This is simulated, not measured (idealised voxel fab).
You're looking at the process module voxel gate over fins.
FYI the section here is cut, 240 nm wide, cells are 5 nm squares.
Format of a cross-section: grid, square cells. Given as bands. Order: top down. Band: one or more rows of cells.
For a band, the entry starts with two heights in nm, that of the top and then that of the bottom, and carries on with the band's materials in order from left to right, each alongside its width in nm; the word "throughout" beside a single material means it fills the band edge to edge, and "empty" means empty space.
All heights in this document are referenced to 0, defined as the level beneath which the wafer, as received, consists entirely of one material. The lowest band is not bounded below; it extends indefinitely downward and is written in the form "z 0 and below".
Width "30->40": first value at the band's top row of cells, second value at its bottom row, equal change from row to row.
Key: "no modification" - step with no changed cell in the cross-section.
"Completely sealed voids": sealed empty spaces, 8 cells or more, no open way to top, listed width x height at distance, with distance from the left edge and width, height and distance in nm.
That trailing text on a step's line, after the settings, is the simulator's own remark on the step.
The line of a step may include "overlay nm". On a step with a mask, this value is how far to the right of its planned place the mask lay. A negative value means the mask lay to the left.

### Here's what the planned process steps look like
step 1: RECEIVE | material Si
step 2: CONFORMAL_DEP | material SiN | thk nm 5
step 3: DIRECTIONAL_DEP | material aC | thk nm 15
step 4: PATTERN | tone cover | mask id FINS | material resist | width nm 15 | pitch nm 50 | thk nm 35 | overlay nm 0
step 5: DIRECTIONAL_ETCH | etch materials aC | depth nm 15
step 6: STRIP | etch materials resist
step 7: DIRECTIONAL_ETCH | etch materials SiN | depth nm 5
step 8: DIRECTIONAL_ETCH | etch materials Si | depth nm 35
step 9: STRIP | etch materials aC
step 10: OXIDIZE | depth nm 5
step 11: FILL_DEP | material SiO2 | thk nm 15
step 12: CMP | height nm 5
step 13: MASKED_ETCH | tone open | mask id RAIL | width nm 15 | etch materials SiO2 | depth nm 35 | overlay nm 0
step 14: CONFORMAL_DEP | material TiN | thk nm 5
step 15: FILL_DEP | material W | thk nm 5
step 16: CMP | height nm 5
step 17: SELECTIVE_ETCH | etch materials W Ru TiN | depth nm 20
step 18: FILL_DEP | material SiO2 | thk nm 5
step 19: CMP | height nm 5
step 20: SELECTIVE_ETCH | etch materials SiO2 | depth nm 15
step 21: STRIP | etch materials SiN
step 22: CONFORMAL_DEP | material HfO2 | thk nm 5
step 23: CONFORMAL_DEP | material TiN | thk nm 5
step 24: CONFORMAL_DEP | material TiAl | thk nm 5
step 25: CONFORMAL_DEP | material TiN | thk nm 5
step 26: FILL_DEP | material W | thk nm 15
step 27: CMP | height nm 30
step 28: CONFORMAL_DEP | material SiCN | thk nm 5

### Run as planned: first of two wafers

### Step 1 complete: cross-section of the wafer as received
    z 0 and below  Si throughout
    Completely sealed voids: none

### Cross-section of the wafer subsequent to step 2
    z 5 to 0  SiN throughout
    Unchanged below 0.

### Cross-section of the wafer subsequent to step 3
    z 20 to 5  aC throughout
    Unchanged below 5.

### Cross-section of the wafer subsequent to step 4
    z 55 to 20  85 empty; 15 resist; 35 empty; 15 resist; 90 empty
    Unchanged below 20.

### Cross-section of the wafer subsequent to step 5
    z 40 to 20  85 empty; 15 resist; 35 empty; 15 resist; 90 empty
    z 20 to 5  85 empty; 15 aC; 35 empty; 15 aC; 90 empty
    Unchanged below 5.

### Cross-section of the wafer subsequent to step 6
    z 20 to 5  85 empty; 15 aC; 35 empty; 15 aC; 90 empty
    Unchanged below 5.

### Cross-section of the wafer subsequent to step 7
    z 20 to 5  85 empty; 15 aC; 35 empty; 15 aC; 90 empty
    z 5 to 0  85 empty; 15 SiN; 35 empty; 15 SiN; 90 empty
    Unchanged below 0.

### Cross-section of the wafer subsequent to step 8
    z 20 to 5  85 empty; 15 aC; 35 empty; 15 aC; 90 empty
    z 5 to 0  85 empty; 15 SiN; 35 empty; 15 SiN; 90 empty
    z 0 to -35  85 empty; 15 Si; 35 empty; 15 Si; 90 empty
    Unchanged below -35.

### Cross-section of the wafer subsequent to step 9
    z 5 to 0  85 empty; 15 SiN; 35 empty; 15 SiN; 90 empty
    Unchanged below 0.

### Cross-section of the wafer subsequent to step 10
    z 5 to 0  85 empty; 15 SiN; 35 empty; 15 SiN; 90 empty
    z 0 to -35  85 empty; 5 SiO2; 5 Si; 5 SiO2; 35 empty; 5 SiO2; 5 Si; 5 SiO2; 90 empty
    z -35 to -40  90 SiO2; 5 Si; 45 SiO2; 5 Si; 95 SiO2
    Unchanged below -40.

### Cross-section of the wafer subsequent to step 11
    z 20 to 5  SiO2 throughout
    z 5 to 0  85 SiO2; 15 SiN; 35 SiO2; 15 SiN; 90 SiO2
    z 0 to -40  90 SiO2; 5 Si; 45 SiO2; 5 Si; 95 SiO2
    Unchanged below -40.

### Cross-section of the wafer subsequent to step 12
    z 5 to 0  85 SiO2; 15 SiN; 35 SiO2; 15 SiN; 90 SiO2
    Unchanged below 0.

### Cross-section of the wafer subsequent to step 13
    z 5 to 0  85 SiO2; 15 SiN; 10 SiO2; 15 empty; 10 SiO2; 15 SiN; 90 SiO2
    z 0 to -30  90 SiO2; 5 Si; 15 SiO2; 15 empty; 15 SiO2; 5 Si; 95 SiO2
    Unchanged below -30.

### Cross-section of the wafer subsequent to step 14
    z 10 to 5  115 TiN; 5 empty; 120 TiN
    z 5 to 0  85 SiO2; 15 SiN; 10 SiO2; 5 TiN; 5 empty; 5 TiN; 10 SiO2; 15 SiN; 90 SiO2
    z 0 to -25  90 SiO2; 5 Si; 15 SiO2; 5 TiN; 5 empty; 5 TiN; 15 SiO2; 5 Si; 95 SiO2
    z -25 to -30  90 SiO2; 5 Si; 15 SiO2; 15 TiN; 15 SiO2; 5 Si; 95 SiO2
    Unchanged below -30.

### Cross-section of the wafer subsequent to step 15
    z 15 to 10  W throughout
    z 10 to 5  115 TiN; 5 W; 120 TiN
    z 5 to 0  85 SiO2; 15 SiN; 10 SiO2; 5 TiN; 5 W; 5 TiN; 10 SiO2; 15 SiN; 90 SiO2
    z 0 to -25  90 SiO2; 5 Si; 15 SiO2; 5 TiN; 5 W; 5 TiN; 15 SiO2; 5 Si; 95 SiO2
    Unchanged below -25.

### Cross-section of the wafer subsequent to step 16
    z 5 to 0  85 SiO2; 15 SiN; 10 SiO2; 5 TiN; 5 W; 5 TiN; 10 SiO2; 15 SiN; 90 SiO2
    Unchanged below 0.

### Cross-section of the wafer subsequent to step 17
    z 5 to 0  85 SiO2; 15 SiN; 10 SiO2; 15 empty; 10 SiO2; 15 SiN; 90 SiO2
    z 0 to -15  90 SiO2; 5 Si; 15 SiO2; 15 empty; 15 SiO2; 5 Si; 95 SiO2
    Unchanged below -15.

### Cross-section of the wafer subsequent to step 18
    z 10 to 5  SiO2 throughout
    z 5 to 0  85 SiO2; 15 SiN; 35 SiO2; 15 SiN; 90 SiO2
    z 0 to -15  90 SiO2; 5 Si; 45 SiO2; 5 Si; 95 SiO2
    Unchanged below -15.

### Cross-section of the wafer subsequent to step 19
    z 5 to 0  85 SiO2; 15 SiN; 35 SiO2; 15 SiN; 90 SiO2
    Unchanged below 0.

### Cross-section of the wafer subsequent to step 20
    z 5 to 0  85 empty; 15 SiN; 35 empty; 15 SiN; 90 empty
    z 0 to -10  90 empty; 5 Si; 45 empty; 5 Si; 95 empty
    Unchanged below -10.

### Cross-section of the wafer subsequent to step 21
    z 0 to -10  90 empty; 5 Si; 45 empty; 5 Si; 95 empty
    Unchanged below -10.

### Cross-section of the wafer subsequent to step 22
    z 5 to 0  85 empty; 15 HfO2; 35 empty; 15 HfO2; 90 empty
    z 0 to -5  85 empty; 5 HfO2; 5 Si; 5 HfO2; 35 empty; 5 HfO2; 5 Si; 5 HfO2; 90 empty
    z -5 to -10  90 HfO2; 5 Si; 45 HfO2; 5 Si; 95 HfO2
    Unchanged below -10.

### Cross-section of the wafer subsequent to step 23
    z 10 to 5  80 empty; 25 TiN; 25 empty; 25 TiN; 85 empty
    z 5 to 0  80 empty; 5 TiN; 15 HfO2; 5 TiN; 25 empty; 5 TiN; 15 HfO2; 5 TiN; 85 empty
    z 0 to -5  85 TiN; 5 HfO2; 5 Si; 5 HfO2; 35 TiN; 5 HfO2; 5 Si; 5 HfO2; 90 TiN
    Unchanged below -5.

### Cross-section of the wafer subsequent to step 24
    z 15 to 10  75 empty; 35 TiAl; 15 empty; 35 TiAl; 80 empty
    z 10 to 5  75 empty; 5 TiAl; 25 TiN; 5 TiAl; 15 empty; 5 TiAl; 25 TiN; 5 TiAl; 80 empty
    z 5 to 0  80 TiAl; 5 TiN; 15 HfO2; 5 TiN; 25 TiAl; 5 TiN; 15 HfO2; 5 TiN; 85 TiAl
    Unchanged below 0.

### Cross-section of the wafer subsequent to step 25
    z 20 to 15  70 empty; 45 TiN; 5 empty; 45 TiN; 75 empty
    z 15 to 10  70 empty; 5 TiN; 35 TiAl; 5 TiN; 5 empty; 5 TiN; 35 TiAl; 5 TiN; 75 empty
    z 10 to 5  75 TiN; 5 TiAl; 25 TiN; 5 TiAl; 15 TiN; 5 TiAl; 25 TiN; 5 TiAl; 80 TiN
    Unchanged below 5.

### Cross-section of the wafer subsequent to step 26
    z 35 to 20  W throughout
    z 20 to 15  70 W; 45 TiN; 5 W; 45 TiN; 75 W
    z 15 to 10  70 W; 5 TiN; 35 TiAl; 5 TiN; 5 W; 5 TiN; 35 TiAl; 5 TiN; 75 W
    Unchanged below 10.

### Cross-section of the wafer subsequent to step 27
    z 30 to 20  W throughout
    Unchanged below 20.

### Cross-section of the wafer subsequent to step 28
    z 35 to 30  SiCN throughout
    Unchanged below 30.

### Wafer two. Same start, same plan, one slip in execution. Same as wafer one through step 19, inclusive

### Cross-section of the second wafer at the time by which step 20 should have been completed according to the plan
    z 5 to 0  85 SiO2; 15 empty; 35 SiO2; 15 empty; 90 SiO2
    Unchanged below 0.

### Cross-section of the second wafer at the time by which step 21 should have been completed according to the plan
    z 0 to -10  90 empty; 5 Si; 45 empty; 5 Si; 95 empty
    z -10 to -15  70 SiO2; 20 empty; 5 Si; 20 empty; 5 SiO2; 20 empty; 5 Si; 20 empty; 75 SiO2
    Unchanged below -15.

### Cross-section of the second wafer at the time by which step 22 should have been completed according to the plan
    z 5 to 0  85 empty; 15 HfO2; 35 empty; 15 HfO2; 90 empty
    z 0 to -5  85 empty; 5 HfO2; 5 Si; 5 HfO2; 35 empty; 5 HfO2; 5 Si; 5 HfO2; 90 empty
    z -5 to -10  75 HfO2; 10 empty; 5 HfO2; 5 Si; 5 HfO2; 10 empty; 15 HfO2; 10 empty; 5 HfO2; 5 Si; 5 HfO2; 10 empty; 80 HfO2
    z -10 to -15  70 SiO2; 20 HfO2; 5 Si; 20 HfO2; 5 SiO2; 20 HfO2; 5 Si; 20 HfO2; 75 SiO2
    Unchanged below -15.

### Cross-section of the second wafer at the time by which step 23 should have been completed according to the plan
    z 10 to 5  80 empty; 25 TiN; 25 empty; 25 TiN; 85 empty
    z 5 to 0  80 empty; 5 TiN; 15 HfO2; 5 TiN; 25 empty; 5 TiN; 15 HfO2; 5 TiN; 85 empty
    z 0 to -5  85 TiN; 5 HfO2; 5 Si; 5 HfO2; 35 TiN; 5 HfO2; 5 Si; 5 HfO2; 90 TiN
    z -5 to -10  75 HfO2; 10 TiN; 5 HfO2; 5 Si; 5 HfO2; 10 TiN; 15 HfO2; 10 TiN; 5 HfO2; 5 Si; 5 HfO2; 10 TiN; 80 HfO2
    Unchanged below -10.

### Cross-section of the second wafer at the time by which step 24 should have been completed according to the plan
    z 15 to 10  75 empty; 35 TiAl; 15 empty; 35 TiAl; 80 empty
    z 10 to 5  75 empty; 5 TiAl; 25 TiN; 5 TiAl; 15 empty; 5 TiAl; 25 TiN; 5 TiAl; 80 empty
    z 5 to 0  80 TiAl; 5 TiN; 15 HfO2; 5 TiN; 25 TiAl; 5 TiN; 15 HfO2; 5 TiN; 85 TiAl
    Unchanged below 0.

### Cross-section of the second wafer at the time by which step 25 should have been completed according to the plan
    z 20 to 15  70 empty; 45 TiN; 5 empty; 45 TiN; 75 empty
    z 15 to 10  70 empty; 5 TiN; 35 TiAl; 5 TiN; 5 empty; 5 TiN; 35 TiAl; 5 TiN; 75 empty
    z 10 to 5  75 TiN; 5 TiAl; 25 TiN; 5 TiAl; 15 TiN; 5 TiAl; 25 TiN; 5 TiAl; 80 TiN
    Unchanged below 5.

### Cross-section of the second wafer at the time by which step 26 should have been completed according to the plan
    z 35 to 20  W throughout
    z 20 to 15  70 W; 45 TiN; 5 W; 45 TiN; 75 W
    z 15 to 10  70 W; 5 TiN; 35 TiAl; 5 TiN; 5 W; 5 TiN; 35 TiAl; 5 TiN; 75 W
    Unchanged below 10.

### Cross-section of the second wafer at the time by which step 27 should have been completed according to the plan
    z 30 to 20  W throughout
    Unchanged below 20.

### Cross-section of the second wafer at the time by which step 28 should have been completed according to the plan
    z 35 to 30  SiCN throughout
    Unchanged below 30.
Diagnosis: note: step 20 <-> step 21, run order reversed vs plan
FYI, end of process, the second wafer has more or fewer cells of some materials than the first: 8 more of HfO2 | 16 fewer of SiO2 | 8 more of TiN
